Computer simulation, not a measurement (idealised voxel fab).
process module | voxel gate over fins
cross-section cut | 170 nm wide | cells 5 nm
A cross-section is a grid of square cells, given in bands from the top down. A band is one or more rows of cells.
Each band's line starts with the height of the band's top and of its bottom, in nm. Then come its materials from left to right, each with its width in nm. One material with "throughout" fills the band from edge to edge. "air" is empty space.
Height 0 is the level under which the wafer as received is all one material. The lowest band goes on downwards, as in "0 down".
A width such as "30 to 40" changes by the same amount from each row of cells to the next, from the band's top row to its bottom row.
"no change" after a step means that no cell of the cross-section changed.
closed voids: empty space of 8 cells or more with no open way to the top, each as width x height at its distance from the left edge, in nm
after a step's settings: what the simulator itself notes on the step
overlay nm, on a step with a mask: how far to the right of its planned place the mask lay; to the left if negative
plan
1 op RECEIVE | material Si
2 op CONFORMAL_DEP | material SiN | thk nm 5
3 op DIRECTIONAL_DEP | material aC | thk nm 10
4 op PATTERN | tone cover | mask id FINS | material resist | width nm 15 | pitch nm 55 | thk nm 30 | overlay nm 0
5 op DIRECTIONAL_ETCH | etch materials aC | depth nm 10
6 op STRIP | etch materials resist
7 op DIRECTIONAL_ETCH | etch materials SiN | depth nm 5
8 op DIRECTIONAL_ETCH | etch materials Si | depth nm 30
9 op STRIP | etch materials aC
10 op OXIDIZE | depth nm 5
11 op FILL_DEP | material SiO2 | thk nm 5
12 op CMP | height nm 5
13 op MASKED_ETCH | tone open | mask id RAIL | width nm 15 | etch materials SiO2 | depth nm 30 | overlay nm 0
14 op CONFORMAL_DEP | material TiN | thk nm 5
15 op FILL_DEP | material W | thk nm 5
16 op CMP | height nm 5
17 op SELECTIVE_ETCH | etch materials W Ru TiN | depth nm 25
18 op FILL_DEP | material SiO2 | thk nm 5
19 op CMP | height nm 5
20 op SELECTIVE_ETCH | etch materials SiO2 | depth nm 20
21 op STRIP | etch materials SiN
22 op CONFORMAL_DEP | material HfO2 | thk nm 5
23 op CONFORMAL_DEP | material TiN | thk nm 5
24 op FILL_DEP | material W | thk nm 15
25 op CMP | height nm 20
26 op CONFORMAL_DEP | material SiN | thk nm 10
first wafer, as planned
as received, after step 1
  0 down: Si throughout
  closed voids: none
after step 2
  5 to 0: SiN throughout
  below 0: unchanged
after step 3
  15 to 5: aC throughout
  below 5: unchanged
after step 4
  45 to 15: air 20 | resist 15 | air 40 | resist 15 | air 40 | resist 15 | air 25
  below 15: unchanged
after step 5
  35 to 15: air 20 | resist 15 | air 40 | resist 15 | air 40 | resist 15 | air 25
  15 to 5: air 20 | aC 15 | air 40 | aC 15 | air 40 | aC 15 | air 25
  below 5: unchanged
after step 6
  15 to 5: air 20 | aC 15 | air 40 | aC 15 | air 40 | aC 15 | air 25
  below 5: unchanged
after step 7
  15 to 5: air 20 | aC 15 | air 40 | aC 15 | air 40 | aC 15 | air 25
  5 to 0: air 20 | SiN 15 | air 40 | SiN 15 | air 40 | SiN 15 | air 25
  below 0: unchanged
after step 8
  15 to 5: air 20 | aC 15 | air 40 | aC 15 | air 40 | aC 15 | air 25
  5 to 0: air 20 | SiN 15 | air 40 | SiN 15 | air 40 | SiN 15 | air 25
  0 to -30: air 20 | Si 15 | air 40 | Si 15 | air 40 | Si 15 | air 25
  below -30: unchanged
after step 9
  5 to 0: air 20 | SiN 15 | air 40 | SiN 15 | air 40 | SiN 15 | air 25
  below 0: unchanged
after step 10
  5 to 0: air 20 | SiN 15 | air 40 | SiN 15 | air 40 | SiN 15 | air 25
  0 to -30: air 20 | SiO2 5 | Si 5 | SiO2 5 | air 40 | SiO2 5 | Si 5 | SiO2 5 | air 40 | SiO2 5 | Si 5 | SiO2 5 | air 25
  -30 to -35: SiO2 25 | Si 5 | SiO2 50 | Si 5 | SiO2 50 | Si 5 | SiO2 30
  below -35: unchanged
after step 11
  10 to 5: SiO2 throughout
  5 to 0: SiO2 20 | SiN 15 | SiO2 40 | SiN 15 | SiO2 40 | SiN 15 | SiO2 25
  0 to -35: SiO2 25 | Si 5 | SiO2 50 | Si 5 | SiO2 50 | Si 5 | SiO2 30
  below -35: unchanged
after step 12
  5 to 0: SiO2 20 | SiN 15 | SiO2 40 | SiN 15 | SiO2 40 | SiN 15 | SiO2 25
  below 0: unchanged
after step 13
  5 to 0: SiO2 20 | SiN 15 | SiO2 10 | air 15 | SiO2 15 | SiN 15 | SiO2 40 | SiN 15 | SiO2 25
  0 to -25: SiO2 25 | Si 5 | SiO2 15 | air 15 | SiO2 20 | Si 5 | SiO2 50 | Si 5 | SiO2 30
  below -25: unchanged
after step 14
  10 to 5: TiN 50 | air 5 | TiN 115
  5 to 0: SiO2 20 | SiN 15 | SiO2 10 | TiN 5 | air 5 | TiN 5 | SiO2 15 | SiN 15 | SiO2 40 | SiN 15 | SiO2 25
  0 to -20: SiO2 25 | Si 5 | SiO2 15 | TiN 5 | air 5 | TiN 5 | SiO2 20 | Si 5 | SiO2 50 | Si 5 | SiO2 30
  -20 to -25: SiO2 25 | Si 5 | SiO2 15 | TiN 15 | SiO2 20 | Si 5 | SiO2 50 | Si 5 | SiO2 30
  below -25: unchanged
after step 15
  15 to 10: W throughout
  10 to 5: TiN 50 | W 5 | TiN 115
  5 to 0: SiO2 20 | SiN 15 | SiO2 10 | TiN 5 | W 5 | TiN 5 | SiO2 15 | SiN 15 | SiO2 40 | SiN 15 | SiO2 25
  0 to -20: SiO2 25 | Si 5 | SiO2 15 | TiN 5 | W 5 | TiN 5 | SiO2 20 | Si 5 | SiO2 50 | Si 5 | SiO2 30
  below -20: unchanged
after step 16
  5 to 0: SiO2 20 | SiN 15 | SiO2 10 | TiN 5 | W 5 | TiN 5 | SiO2 15 | SiN 15 | SiO2 40 | SiN 15 | SiO2 25
  below 0: unchanged
after step 17
  5 to 0: SiO2 20 | SiN 15 | SiO2 10 | air 15 | SiO2 15 | SiN 15 | SiO2 40 | SiN 15 | SiO2 25
  0 to -20: SiO2 25 | Si 5 | SiO2 15 | air 15 | SiO2 20 | Si 5 | SiO2 50 | Si 5 | SiO2 30
  below -20: unchanged
after step 18
  10 to 5: SiO2 throughout
  5 to 0: SiO2 20 | SiN 15 | SiO2 40 | SiN 15 | SiO2 40 | SiN 15 | SiO2 25
  0 to -20: SiO2 25 | Si 5 | SiO2 50 | Si 5 | SiO2 50 | Si 5 | SiO2 30
  below -20: unchanged
after step 19
  5 to 0: SiO2 20 | SiN 15 | SiO2 40 | SiN 15 | SiO2 40 | SiN 15 | SiO2 25
  below 0: unchanged
after step 20
  5 to 0: air 20 | SiN 15 | air 40 | SiN 15 | air 40 | SiN 15 | air 25
  0 to -15: air 25 | Si 5 | air 50 | Si 5 | air 50 | Si 5 | air 30
  below -15: unchanged
after step 21
  0 to -15: air 25 | Si 5 | air 50 | Si 5 | air 50 | Si 5 | air 30
  below -15: unchanged
after step 22
  5 to 0: air 20 | HfO2 15 | air 40 | HfO2 15 | air 40 | HfO2 15 | air 25
  0 to -10: air 20 | HfO2 5 | Si 5 | HfO2 5 | air 40 | HfO2 5 | Si 5 | HfO2 5 | air 40 | HfO2 5 | Si 5 | HfO2 5 | air 25
  -10 to -15: HfO2 25 | Si 5 | HfO2 50 | Si 5 | HfO2 50 | Si 5 | HfO2 30
  below -15: unchanged
after step 23
  10 to 5: air 15 | TiN 25 | air 30 | TiN 25 | air 30 | TiN 25 | air 20
  5 to 0: air 15 | TiN 5 | HfO2 15 | TiN 5 | air 30 | TiN 5 | HfO2 15 | TiN 5 | air 30 | TiN 5 | HfO2 15 | TiN 5 | air 20
  0 to -5: air 15 | TiN 5 | HfO2 5 | Si 5 | HfO2 5 | TiN 5 | air 30 | TiN 5 | HfO2 5 | Si 5 | HfO2 5 | TiN 5 | air 30 | TiN 5 | HfO2 5 | Si 5 | HfO2 5 | TiN 5 | air 20
  -5 to -10: TiN 20 | HfO2 5 | Si 5 | HfO2 5 | TiN 40 | HfO2 5 | Si 5 | HfO2 5 | TiN 40 | HfO2 5 | Si 5 | HfO2 5 | TiN 25
  below -10: unchanged
after step 24
  25 to 10: W throughout
  10 to 5: W 15 | TiN 25 | W 30 | TiN 25 | W 30 | TiN 25 | W 20
  5 to 0: W 15 | TiN 5 | HfO2 15 | TiN 5 | W 30 | TiN 5 | HfO2 15 | TiN 5 | W 30 | TiN 5 | HfO2 15 | TiN 5 | W 20
  0 to -5: W 15 | TiN 5 | HfO2 5 | Si 5 | HfO2 5 | TiN 5 | W 30 | TiN 5 | HfO2 5 | Si 5 | HfO2 5 | TiN 5 | W 30 | TiN 5 | HfO2 5 | Si 5 | HfO2 5 | TiN 5 | W 20
  below -5: unchanged
after step 25
  20 to 10: W throughout
  below 10: unchanged
after step 26
  30 to 20: SiN throughout
  below 20: unchanged
second wafer: like start, like plan, one mistake. Through step 7 it matches the first wafer
when step 8 should have ended
  15 to 5: air 20 | aC 15 | air 40 | aC 15 | air 40 | aC 15 | air 25
  5 to 0: air 20 | SiN 15 | air 40 | SiN 15 | air 40 | SiN 15 | air 25
  0 to -60: air 20 | Si 15 | air 40 | Si 15 | air 40 | Si 15 | air 25
  below -60: unchanged
when step 9 should have ended
  5 to 0: air 20 | SiN 15 | air 40 | SiN 15 | air 40 | SiN 15 | air 25
  below 0: unchanged
when step 10 should have ended
  5 to 0: air 20 | SiN 15 | air 40 | SiN 15 | air 40 | SiN 15 | air 25
  0 to -60: air 20 | SiO2 5 | Si 5 | SiO2 5 | air 40 | SiO2 5 | Si 5 | SiO2 5 | air 40 | SiO2 5 | Si 5 | SiO2 5 | air 25
  -60 to -65: SiO2 25 | Si 5 | SiO2 50 | Si 5 | SiO2 50 | Si 5 | SiO2 30
  below -65: unchanged
when step 11 should have ended
  10 to 5: SiO2 throughout
  5 to 0: SiO2 20 | SiN 15 | SiO2 40 | SiN 15 | SiO2 40 | SiN 15 | SiO2 25
  0 to -65: SiO2 25 | Si 5 | SiO2 50 | Si 5 | SiO2 50 | Si 5 | SiO2 30
  below -65: unchanged
when step 12 should have ended
  5 to 0: SiO2 20 | SiN 15 | SiO2 40 | SiN 15 | SiO2 40 | SiN 15 | SiO2 25
  below 0: unchanged
when step 13 should have ended
  5 to 0: SiO2 20 | SiN 15 | SiO2 10 | air 15 | SiO2 15 | SiN 15 | SiO2 40 | SiN 15 | SiO2 25
  0 to -25: SiO2 25 | Si 5 | SiO2 15 | air 15 | SiO2 20 | Si 5 | SiO2 50 | Si 5 | SiO2 30
  below -25: unchanged
when step 14 should have ended
  10 to 5: TiN 50 | air 5 | TiN 115
  5 to 0: SiO2 20 | SiN 15 | SiO2 10 | TiN 5 | air 5 | TiN 5 | SiO2 15 | SiN 15 | SiO2 40 | SiN 15 | SiO2 25
  0 to -20: SiO2 25 | Si 5 | SiO2 15 | TiN 5 | air 5 | TiN 5 | SiO2 20 | Si 5 | SiO2 50 | Si 5 | SiO2 30
  -20 to -25: SiO2 25 | Si 5 | SiO2 15 | TiN 15 | SiO2 20 | Si 5 | SiO2 50 | Si 5 | SiO2 30
  below -25: unchanged
when step 15 should have ended
  15 to 10: W throughout
  10 to 5: TiN 50 | W 5 | TiN 115
  5 to 0: SiO2 20 | SiN 15 | SiO2 10 | TiN 5 | W 5 | TiN 5 | SiO2 15 | SiN 15 | SiO2 40 | SiN 15 | SiO2 25
  0 to -20: SiO2 25 | Si 5 | SiO2 15 | TiN 5 | W 5 | TiN 5 | SiO2 20 | Si 5 | SiO2 50 | Si 5 | SiO2 30
  below -20: unchanged
when step 16 should have ended
  5 to 0: SiO2 20 | SiN 15 | SiO2 10 | TiN 5 | W 5 | TiN 5 | SiO2 15 | SiN 15 | SiO2 40 | SiN 15 | SiO2 25
  below 0: unchanged
when step 17 should have ended
  5 to 0: SiO2 20 | SiN 15 | SiO2 10 | air 15 | SiO2 15 | SiN 15 | SiO2 40 | SiN 15 | SiO2 25
  0 to -20: SiO2 25 | Si 5 | SiO2 15 | air 15 | SiO2 20 | Si 5 | SiO2 50 | Si 5 | SiO2 30
  below -20: unchanged
when step 18 should have ended
  10 to 5: SiO2 throughout
  5 to 0: SiO2 20 | SiN 15 | SiO2 40 | SiN 15 | SiO2 40 | SiN 15 | SiO2 25
  0 to -20: SiO2 25 | Si 5 | SiO2 50 | Si 5 | SiO2 50 | Si 5 | SiO2 30
  below -20: unchanged
when step 19 should have ended
  5 to 0: SiO2 20 | SiN 15 | SiO2 40 | SiN 15 | SiO2 40 | SiN 15 | SiO2 25
  below 0: unchanged
when step 20 should have ended
  5 to 0: air 20 | SiN 15 | air 40 | SiN 15 | air 40 | SiN 15 | air 25
  0 to -15: air 25 | Si 5 | air 50 | Si 5 | air 50 | Si 5 | air 30
  below -15: unchanged
when step 21 should have ended
  0 to -15: air 25 | Si 5 | air 50 | Si 5 | air 50 | Si 5 | air 30
  below -15: unchanged
when step 22 should have ended
  5 to 0: air 20 | HfO2 15 | air 40 | HfO2 15 | air 40 | HfO2 15 | air 25
  0 to -10: air 20 | HfO2 5 | Si 5 | HfO2 5 | air 40 | HfO2 5 | Si 5 | HfO2 5 | air 40 | HfO2 5 | Si 5 | HfO2 5 | air 25
  -10 to -15: HfO2 25 | Si 5 | HfO2 50 | Si 5 | HfO2 50 | Si 5 | HfO2 30
  below -15: unchanged
when step 23 should have ended
  10 to 5: air 15 | TiN 25 | air 30 | TiN 25 | air 30 | TiN 25 | air 20
  5 to 0: air 15 | TiN 5 | HfO2 15 | TiN 5 | air 30 | TiN 5 | HfO2 15 | TiN 5 | air 30 | TiN 5 | HfO2 15 | TiN 5 | air 20
  0 to -5: air 15 | TiN 5 | HfO2 5 | Si 5 | HfO2 5 | TiN 5 | air 30 | TiN 5 | HfO2 5 | Si 5 | HfO2 5 | TiN 5 | air 30 | TiN 5 | HfO2 5 | Si 5 | HfO2 5 | TiN 5 | air 20
  -5 to -10: TiN 20 | HfO2 5 | Si 5 | HfO2 5 | TiN 40 | HfO2 5 | Si 5 | HfO2 5 | TiN 40 | HfO2 5 | Si 5 | HfO2 5 | TiN 25
  below -10: unchanged
when step 24 should have ended
  25 to 10: W throughout
  10 to 5: W 15 | TiN 25 | W 30 | TiN 25 | W 30 | TiN 25 | W 20
  5 to 0: W 15 | TiN 5 | HfO2 15 | TiN 5 | W 30 | TiN 5 | HfO2 15 | TiN 5 | W 30 | TiN 5 | HfO2 15 | TiN 5 | W 20
  0 to -5: W 15 | TiN 5 | HfO2 5 | Si 5 | HfO2 5 | TiN 5 | W 30 | TiN 5 | HfO2 5 | Si 5 | HfO2 5 | TiN 5 | W 30 | TiN 5 | HfO2 5 | Si 5 | HfO2 5 | TiN 5 | W 20
  below -5: unchanged
when step 25 should have ended
  20 to 10: W throughout
  below 10: unchanged
when step 26 should have ended
  30 to 20: SiN throughout
  below 20: unchanged
what went wrong: step 8 was run twice
at the end the second wafer has, in cells: 186 fewer of Si | 186 more of SiO2
